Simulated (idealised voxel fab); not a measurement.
process module | voxel plated lines
cross-section cut | 175 nm wide | cells 5 nm
A cross-section is a grid of square cells, given in bands from the top down. A band is one or more rows of cells.
Each band's line starts with the height of the band's top and of its bottom, in nm. Then come its materials from left to right, each with its width in nm. One material with "throughout" fills the band from edge to edge. "air" is empty space.
Height 0 is the level under which the wafer as received is all one material. The lowest band goes on downwards, as in "0 down".
A width such as "30 to 40" changes by the same amount from each row of cells to the next, from the band's top row to its bottom row.
"no change" after a step means that no cell of the cross-section changed.
closed voids: empty space of 8 cells or more with no open way to the top, each as width x height at its distance from the left edge, in nm
after a step's settings: what the simulator itself notes on the step
overlay nm, on a step with a mask: how far to the right of its planned place the mask lay; to the left if negative
plan
1 op RECEIVE | material Si
2 op CONFORMAL_DEP | material SiO2 | thk nm 5
3 op DIRECTIONAL_DEP | material TiN | thk nm 5
4 op PATTERN | tone open | mask id LINES | material resist | width nm 15 | pitch nm 35 | thk nm 20 | overlay nm 0
5 op EPI | material Ru | thk nm 10
6 op STRIP | etch materials resist
7 op DIRECTIONAL_ETCH | etch materials TiN | depth nm 5
8 op CONFORMAL_DEP | material SiCN | thk nm 10
as received, after step 1
  0 down: Si throughout
  closed voids: none
first wafer at the end, as planned
  30 to 20: air 15 | SiCN 140 | air 20
  20 to 15: air 15 | SiCN 10 | Ru 15 | SiCN 20 | Ru 15 | SiCN 20 | Ru 15 | SiCN 20 | Ru 15 | SiCN 10 | air 20
  15 to 10: SiCN 25 | Ru 15 | SiCN 20 | Ru 15 | SiCN 20 | Ru 15 | SiCN 20 | Ru 15 | SiCN 30
  10 to 5: SiCN 25 | TiN 15 | SiCN 20 | TiN 15 | SiCN 20 | TiN 15 | SiCN 20 | TiN 15 | SiCN 30
  5 to 0: SiO2 throughout
  0 down: Si throughout
  closed voids: none
second wafer at the end: like start, like plan, one mistake
  30 to 20: SiCN throughout
  20 to 10: Ru 25 | SiCN 15 | Ru 20 | SiCN 15 | Ru 20 | SiCN 15 | Ru 20 | SiCN 15 | Ru 30
  10 to 5: TiN 25 | SiCN 15 | TiN 20 | SiCN 15 | TiN 20 | SiCN 15 | TiN 20 | SiCN 15 | TiN 30
  5 to 0: SiO2 throughout
  0 down: Si throughout
  closed voids: none
what went wrong: step 4 ran as: op PATTERN | tone cover | mask id LINES | material resist | width nm 15 | pitch nm 35 | thk nm 20 | overlay nm 0
at the end the second wafer has, in cells: 22 more of Ru | 12 fewer of SiCN | 11 more of TiN
